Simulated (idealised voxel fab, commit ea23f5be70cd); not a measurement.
process module | voxel self aligned vias
cross-section cut | 215 nm wide | cells 5 nm
A cross-section is a grid of square cells, given in bands from the top down. A band is one or more rows of cells.
Each band's line starts with the height of the band's top and of its bottom, in nm. Then come its materials from left to right, each with its width in nm. One material with "throughout" fills the band from edge to edge. "air" is empty space.
Height 0 is the level under which the wafer as received is all one material. The lowest band goes on downwards, as in "0 down".
A width such as "30 to 40" changes by the same amount from each row of cells to the next, from the band's top row to its bottom row.
"no change" after a step means that no cell of the cross-section changed.
closed voids: empty space of 8 cells or more with no open way to the top, each as width x height at its distance from the left edge, in nm
after a step's settings: what the simulator itself notes on the step
overlay nm, on a step with a mask: how far to the right of its planned place the mask lay; to the left if negative
plan
1 op RECEIVE | material Si
2 op CONFORMAL_DEP | material SiO2 | thk nm 10
3 op CONFORMAL_DEP | material SiCN | thk nm 5
4 op DIRECTIONAL_DEP | material SiO2 | thk nm 20
5 op MASKED_ETCH | tone open | mask id LINES | width nm 20 | pitch nm 45 | etch materials SiO2 | depth nm 20 | overlay nm 0
6 op CONFORMAL_DEP | material TiN | thk nm 5
7 op FILL_DEP | material Ru | thk nm 10
8 op CMP | height nm 35
9 op SELECTIVE_ETCH | etch materials W Ru TiN | depth nm 5
10 op FILL_DEP | material SiN | thk nm 5
11 op CMP | height nm 35
12 op DIRECTIONAL_DEP | material SiO2 | thk nm 15
13 op DIRECTIONAL_DEP | material aC | thk nm 15
14 op PATTERN | tone open | mask id VIAS | material resist | width nm 30 | thk nm 35 | overlay nm 0
15 op DIRECTIONAL_ETCH | etch materials aC | depth nm 15
16 op STRIP | etch materials resist
17 op DIRECTIONAL_ETCH | etch materials SiO2 | depth nm 15
18 op DIRECTIONAL_ETCH | etch materials SiN | depth nm 5
19 op STRIP | etch materials aC
20 op CONFORMAL_DEP | material TiN | thk nm 5
21 op FILL_DEP | material W | thk nm 10
22 op CMP | height nm 50
23 op CONFORMAL_DEP | material SiN | thk nm 5
first wafer, as planned
as received, after step 1
  0 down: Si throughout
  closed voids: none
after step 2
  10 to 0: SiO2 throughout
  below 0: unchanged
after step 3
  15 to 10: SiCN throughout
  below 10: unchanged
after step 4
  35 to 15: SiO2 throughout
  below 15: unchanged
after step 5
  35 to 15: SiO2 75 | air 20 | SiO2 25 | air 20 | SiO2 75
  below 15: unchanged
after step 6
  40 to 35: TiN 80 | air 10 | TiN 35 | air 10 | TiN 80
  35 to 20: SiO2 75 | TiN 5 | air 10 | TiN 5 | SiO2 25 | TiN 5 | air 10 | TiN 5 | SiO2 75
  20 to 15: SiO2 75 | TiN 20 | SiO2 25 | TiN 20 | SiO2 75
  below 15: unchanged
after step 7
  50 to 40: Ru throughout
  40 to 35: TiN 80 | Ru 10 | TiN 35 | Ru 10 | TiN 80
  35 to 20: SiO2 75 | TiN 5 | Ru 10 | TiN 5 | SiO2 25 | TiN 5 | Ru 10 | TiN 5 | SiO2 75
  below 20: unchanged
after step 8
  35 to 20: SiO2 75 | TiN 5 | Ru 10 | TiN 5 | SiO2 25 | TiN 5 | Ru 10 | TiN 5 | SiO2 75
  below 20: unchanged
after step 9
  35 to 30: SiO2 75 | air 20 | SiO2 25 | air 20 | SiO2 75
  below 30: unchanged
after step 10
  40 to 35: SiN throughout
  35 to 30: SiO2 75 | SiN 20 | SiO2 25 | SiN 20 | SiO2 75
  below 30: unchanged
after step 11
  35 to 30: SiO2 75 | SiN 20 | SiO2 25 | SiN 20 | SiO2 75
  below 30: unchanged
after step 12
  50 to 35: SiO2 throughout
  below 35: unchanged
after step 13
  65 to 50: aC throughout
  below 50: unchanged
after step 14
  100 to 65: resist 70 | air 30 | resist 115
  below 65: unchanged
after step 15
  85 to 65: resist 70 | air 30 | resist 115
  65 to 50: aC 70 | air 30 | aC 115
  below 50: unchanged
after step 16
  65 to 50: aC 70 | air 30 | aC 115
  below 50: unchanged
after step 17
  65 to 50: aC 70 | air 30 | aC 115
  50 to 35: SiO2 70 | air 30 | SiO2 115
  below 35: unchanged
after step 18
  65 to 50: aC 70 | air 30 | aC 115
  50 to 35: SiO2 70 | air 30 | SiO2 115
  35 to 30: SiO2 75 | air 20 | SiO2 25 | SiN 20 | SiO2 75
  below 30: unchanged
after step 19
  50 to 35: SiO2 70 | air 30 | SiO2 115
  below 35: unchanged
after step 20
  55 to 50: TiN 75 | air 20 | TiN 120
  50 to 40: SiO2 70 | TiN 5 | air 20 | TiN 5 | SiO2 115
  40 to 35: SiO2 70 | TiN 10 | air 10 | TiN 10 | SiO2 115
  35 to 30: SiO2 75 | TiN 20 | SiO2 25 | SiN 20 | SiO2 75
  below 30: unchanged
after step 21
  65 to 55: W throughout
  55 to 50: TiN 75 | W 20 | TiN 120
  50 to 40: SiO2 70 | TiN 5 | W 20 | TiN 5 | SiO2 115
  40 to 35: SiO2 70 | TiN 10 | W 10 | TiN 10 | SiO2 115
  below 35: unchanged
after step 22
  50 to 40: SiO2 70 | TiN 5 | W 20 | TiN 5 | SiO2 115
  below 40: unchanged
after step 23
  55 to 50: SiN throughout
  below 50: unchanged
second wafer: like start, like plan, one mistake. Through step 16 it matches the first wafer
when step 17 should have ended
  65 to 50: aC 70 | air 30 | aC 115
  50 to 35: SiO2 70 | air 30 | SiO2 115
  35 to 30: SiO2 70 | air 5 | SiN 20 | air 5 | SiO2 20 | SiN 20 | SiO2 75
  30 to 20: SiO2 70 | air 5 | TiN 5 | Ru 10 | TiN 5 | air 5 | SiO2 20 | TiN 5 | Ru 10 | TiN 5 | SiO2 75
  below 20: unchanged
when step 18 should have ended
  65 to 50: aC 70 | air 30 | aC 115
  50 to 35: SiO2 70 | air 30 | SiO2 115
  35 to 30: SiO2 70 | air 30 | SiO2 20 | SiN 20 | SiO2 75
  below 30: unchanged
when step 19 should have ended
  50 to 35: SiO2 70 | air 30 | SiO2 115
  below 35: unchanged
when step 20 should have ended
  55 to 50: TiN 75 | air 20 | TiN 120
  50 to 35: SiO2 70 | TiN 5 | air 20 | TiN 5 | SiO2 115
  35 to 30: SiO2 70 | TiN 30 | SiO2 20 | SiN 20 | SiO2 75
  30 to 20: SiO2 70 | TiN 10 | Ru 10 | TiN 10 | SiO2 20 | TiN 5 | Ru 10 | TiN 5 | SiO2 75
  below 20: unchanged
when step 21 should have ended
  65 to 55: W throughout
  55 to 50: TiN 75 | W 20 | TiN 120
  50 to 35: SiO2 70 | TiN 5 | W 20 | TiN 5 | SiO2 115
  below 35: unchanged
when step 22 should have ended
  50 to 35: SiO2 70 | TiN 5 | W 20 | TiN 5 | SiO2 115
  below 35: unchanged
when step 23 should have ended
  55 to 50: SiN throughout
  below 50: unchanged
what went wrong: step 17 was run twice
at the end the second wafer has, in cells: 6 fewer of SiO2 | 4 more of TiN | 2 more of W
